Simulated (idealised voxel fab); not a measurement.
You're looking at the process module voxel quadruple lines.
In the cross-section labelled cut, the width is 215 nm and each square cell is 5 nm.
A cross-section is a grid of square cells, given in bands from the top down. A band is one or more rows of cells. Per band: top height and bottom height in nm, followed by the left-to-right materials and their widths in nm; "all across" marks a single material spanning edge to edge, "air" marks empty space. Ref level 0: as-received wafer is one material below here. Bottom band extends down with no lower bound ("0 down"). Quick explanation for "30->40": the width changes in equal steps down the rows of cells, from the first number in the band's top row to the second number in its bottom row. Where a step carries "no modification", the cross-section came out of it unchanged, cell for cell. Any empty space of 8 cells or more lacking an open way to the top shows up in "Enclosed void listing" as width x height at distance, distance from the left edge, in nm. Heads up: the bit after the settings on a step's line is the simulator's remark on that step. On any step carrying a mask, the "overlay nm" setting, if present on the step's line, tells how far right of its planned place the mask lay; negative values point to the left.
[Steps in the process plan]
1,RECEIVE (material Si)
2,CONFORMAL_DEP (material SiO2; thk nm 10)
3,DIRECTIONAL_DEP (material Ru; thk nm 15)
4,DIRECTIONAL_DEP (material polySi; thk nm 20)
5,DIRECTIONAL_DEP (material aC; thk nm 25)
6,PATTERN (tone cover; mask id MANDREL; material resist; width nm 20; pitch nm 60; thk nm 35; overlay nm 0)
7,DIRECTIONAL_ETCH (etch materials aC; depth nm 25)
8,STRIP (etch materials resist)
9,CONFORMAL_DEP (material SiO2; thk nm 10)
10,DIRECTIONAL_ETCH (etch materials SiO2; depth nm 10)
11,STRIP (etch materials aC)
12,DIRECTIONAL_ETCH (etch materials polySi; depth nm 20)
13,STRIP (etch materials SiO2)
14,CONFORMAL_DEP (material SiN; thk nm 5)
15,DIRECTIONAL_ETCH (etch materials SiN; depth nm 5)
16,STRIP (etch materials polySi)
17,DIRECTIONAL_ETCH (etch materials Ru; depth nm 15)
18,STRIP (etch materials SiN)
[Concerning the first of two wafers, which was run in accordance with the plan]
[This is the cross-section of the wafer as we received it, i.e. after step 1]
- 0 down: Si all across
- Enclosed void listing: none
[Cross-section of the wafer subsequent to step 2]
- 10 to 0: SiO2 all across
- Under the height 0 nothing was changed.
[Cross-section of the wafer subsequent to step 3]
- 25 to 10: Ru all across
- Under the height 10 nothing was changed.
[Cross-section of the wafer subsequent to step 4]
- 45 to 25: polySi all across
- Under the height 25 nothing was changed.
[Cross-section of the wafer subsequent to step 5]
- 70 to 45: aC all across
- Under the height 45 nothing was changed.
[Cross-section of the wafer subsequent to step 6]
- 105 to 70: 65 of air / 20 of resist / 40 of air / 20 of resist / 70 of air
- Under the height 70 nothing was changed.
[Cross-section of the wafer subsequent to step 7]
- 80 to 70: 65 of air / 20 of resist / 40 of air / 20 of resist / 70 of air
- 70 to 45: 65 of air / 20 of aC / 40 of air / 20 of aC / 70 of air
- Under the height 45 nothing was changed.
[Cross-section of the wafer subsequent to step 8]
- 70 to 45: 65 of air / 20 of aC / 40 of air / 20 of aC / 70 of air
- Under the height 45 nothing was changed.
[Cross-section of the wafer subsequent to step 9]
- 80 to 70: 55 of air / 40 of SiO2 / 20 of air / 40 of SiO2 / 60 of air
- 70 to 55: 55 of air / 10 of SiO2 / 20 of aC / 10 of SiO2 / 20 of air / 10 of SiO2 / 20 of aC / 10 of SiO2 / 60 of air
- 55 to 45: 65 of SiO2 / 20 of aC / 40 of SiO2 / 20 of aC / 70 of SiO2
- Under the height 45 nothing was changed.
[Cross-section of the wafer subsequent to step 10]
- 70 to 45: 55 of air / 10 of SiO2 / 20 of aC / 10 of SiO2 / 20 of air / 10 of SiO2 / 20 of aC / 10 of SiO2 / 60 of air
- Under the height 45 nothing was changed.
[Cross-section of the wafer subsequent to step 11]
- 70 to 45: 55 of air / 10 of SiO2 / 20 of air / 10 of SiO2 / 20 of air / 10 of SiO2 / 20 of air / 10 of SiO2 / 60 of air
- Under the height 45 nothing was changed.
[Cross-section of the wafer subsequent to step 12]
- 70 to 45: 55 of air / 10 of SiO2 / 20 of air / 10 of SiO2 / 20 of air / 10 of SiO2 / 20 of air / 10 of SiO2 / 60 of air
- 45 to 25: 55 of air / 10 of polySi / 20 of air / 10 of polySi / 20 of air / 10 of polySi / 20 of air / 10 of polySi / 60 of air
- Under the height 25 nothing was changed.
[Cross-section of the wafer subsequent to step 13]
- 45 to 25: 55 of air / 10 of polySi / 20 of air / 10 of polySi / 20 of air / 10 of polySi / 20 of air / 10 of polySi / 60 of air
- Under the height 25 nothing was changed.
[Cross-section of the wafer subsequent to step 14]
- 50 to 45: 50 of air / 20 of SiN / 10 of air / 20 of SiN / 10 of air / 20 of SiN / 10 of air / 20 of SiN / 55 of air
- 45 to 30: 50 of air / 5 of SiN / 10 of polySi / 5 of SiN / 10 of air / 5 of SiN / 10 of polySi / 5 of SiN / 10 of air / 5 of SiN / 10 of polySi / 5 of SiN / 10 of air / 5 of SiN / 10 of polySi / 5 of SiN / 55 of air
- 30 to 25: 55 of SiN / 10 of polySi / 20 of SiN / 10 of polySi / 20 of SiN / 10 of polySi / 20 of SiN / 10 of polySi / 60 of SiN
- Under the height 25 nothing was changed.
[Cross-section of the wafer subsequent to step 15]
- 45 to 25: 50 of air / 5 of SiN / 10 of polySi / 5 of SiN / 10 of air / 5 of SiN / 10 of polySi / 5 of SiN / 10 of air / 5 of SiN / 10 of polySi / 5 of SiN / 10 of air / 5 of SiN / 10 of polySi / 5 of SiN / 55 of air
- Under the height 25 nothing was changed.
[Cross-section of the wafer subsequent to step 16]
- 45 to 25: 50 of air / 5 of SiN / 10 of air / 5 of SiN / 10 of air / 5 of SiN / 10 of air / 5 of SiN / 10 of air / 5 of SiN / 10 of air / 5 of SiN / 10 of air / 5 of SiN / 10 of air / 5 of SiN / 55 of air
- Under the height 25 nothing was changed.
[Cross-section of the wafer subsequent to step 17]
- 45 to 25: 50 of air / 5 of SiN / 10 of air / 5 of SiN / 10 of air / 5 of SiN / 10 of air / 5 of SiN / 10 of air / 5 of SiN / 10 of air / 5 of SiN / 10 of air / 5 of SiN / 10 of air / 5 of SiN / 55 of air
- 25 to 10: 50 of air / 5 of Ru / 10 of air / 5 of Ru / 10 of air / 5 of Ru / 10 of air / 5 of Ru / 10 of air / 5 of Ru / 10 of air / 5 of Ru / 10 of air / 5 of Ru / 10 of air / 5 of Ru / 55 of air
- Under the height 10 nothing was changed.
[Cross-section of the wafer subsequent to step 18]
- 25 to 10: 50 of air / 5 of Ru / 10 of air / 5 of Ru / 10 of air / 5 of Ru / 10 of air / 5 of Ru / 10 of air / 5 of Ru / 10 of air / 5 of Ru / 10 of air / 5 of Ru / 10 of air / 5 of Ru / 55 of air
- Under the height 10 nothing was changed.
[Wafer two of the pair: same origin, same plan, one error during the run; identical to wafer one up to and including step 8]
[Second wafer, cut view, end of step 9 per plan]
- 75 to 70: 60 of air / 30 of SiO2 / 30 of air / 30 of SiO2 / 65 of air
- 70 to 50: 60 of air / 5 of SiO2 / 20 of aC / 5 of SiO2 / 30 of air / 5 of SiO2 / 20 of aC / 5 of SiO2 / 65 of air
- 50 to 45: 65 of SiO2 / 20 of aC / 40 of SiO2 / 20 of aC / 70 of SiO2
- Under the height 45 nothing was changed.
[Second wafer, cut view, end of step 10 per plan]
- 70 to 65: 65 of air / 20 of aC / 40 of air / 20 of aC / 70 of air
- 65 to 45: 60 of air / 5 of SiO2 / 20 of aC / 5 of SiO2 / 30 of air / 5 of SiO2 / 20 of aC / 5 of SiO2 / 65 of air
- Under the height 45 nothing was changed.
[Second wafer, cut view, end of step 11 per plan]
- 65 to 45: 60 of air / 5 of SiO2 / 20 of air / 5 of SiO2 / 30 of air / 5 of SiO2 / 20 of air / 5 of SiO2 / 65 of air
- Under the height 45 nothing was changed.
[Second wafer, cut view, end of step 12 per plan]
- 65 to 45: 60 of air / 5 of SiO2 / 20 of air / 5 of SiO2 / 30 of air / 5 of SiO2 / 20 of air / 5 of SiO2 / 65 of air
- 45 to 25: 60 of air / 5 of polySi / 20 of air / 5 of polySi / 30 of air / 5 of polySi / 20 of air / 5 of polySi / 65 of air
- Under the height 25 nothing was changed.
[Second wafer, cut view, end of step 13 per plan]
- 45 to 25: 60 of air / 5 of polySi / 20 of air / 5 of polySi / 30 of air / 5 of polySi / 20 of air / 5 of polySi / 65 of air
- Under the height 25 nothing was changed.
[Second wafer, cut view, end of step 14 per plan]
- 50 to 45: 55 of air / 15 of SiN / 10 of air / 15 of SiN / 20 of air / 15 of SiN / 10 of air / 15 of SiN / 60 of air
- 45 to 30: 55 of air / 5 of SiN / 5 of polySi / 5 of SiN / 10 of air / 5 of SiN / 5 of polySi / 5 of SiN / 20 of air / 5 of SiN / 5 of polySi / 5 of SiN / 10 of air / 5 of SiN / 5 of polySi / 5 of SiN / 60 of air
- 30 to 25: 60 of SiN / 5 of polySi / 20 of SiN / 5 of polySi / 30 of SiN / 5 of polySi / 20 of SiN / 5 of polySi / 65 of SiN
- Under the height 25 nothing was changed.
[Second wafer, cut view, end of step 15 per plan]
- 45 to 25: 55 of air / 5 of SiN / 5 of polySi / 5 of SiN / 10 of air / 5 of SiN / 5 of polySi / 5 of SiN / 20 of air / 5 of SiN / 5 of polySi / 5 of SiN / 10 of air / 5 of SiN / 5 of polySi / 5 of SiN / 60 of air
- Under the height 25 nothing was changed.
[Second wafer, cut view, end of step 16 per plan]
- 45 to 25: 55 of air / 5 of SiN / 5 of air / 5 of SiN / 10 of air / 5 of SiN / 5 of air / 5 of SiN / 20 of air / 5 of SiN / 5 of air / 5 of SiN / 10 of air / 5 of SiN / 5 of air / 5 of SiN / 60 of air
- Under the height 25 nothing was changed.
[Second wafer, cut view, end of step 17 per plan]
- 45 to 25: 55 of air / 5 of SiN / 5 of air / 5 of SiN / 10 of air / 5 of SiN / 5 of air / 5 of SiN / 20 of air / 5 of SiN / 5 of air / 5 of SiN / 10 of air / 5 of SiN / 5 of air / 5 of SiN / 60 of air
- 25 to 10: 55 of air / 5 of Ru / 5 of air / 5 of Ru / 10 of air / 5 of Ru / 5 of air / 5 of Ru / 20 of air / 5 of Ru / 5 of air / 5 of Ru / 10 of air / 5 of Ru / 5 of air / 5 of Ru / 60 of air
- Under the height 10 nothing was changed.
[Second wafer, cut view, end of step 18 per plan]
- 25 to 10: 55 of air / 5 of Ru / 5 of air / 5 of Ru / 10 of air / 5 of Ru / 5 of air / 5 of Ru / 20 of air / 5 of Ru / 5 of air / 5 of Ru / 10 of air / 5 of Ru / 5 of air / 5 of Ru / 60 of air
- Under the height 10 nothing was changed.
In executing the process, a mistake was made relative to the plan: planned and actual differ for step 9; actual: CONFORMAL_DEP (material SiO2; thk nm 5)
Final state: per-material cell counts identical on both wafers; locations differ.
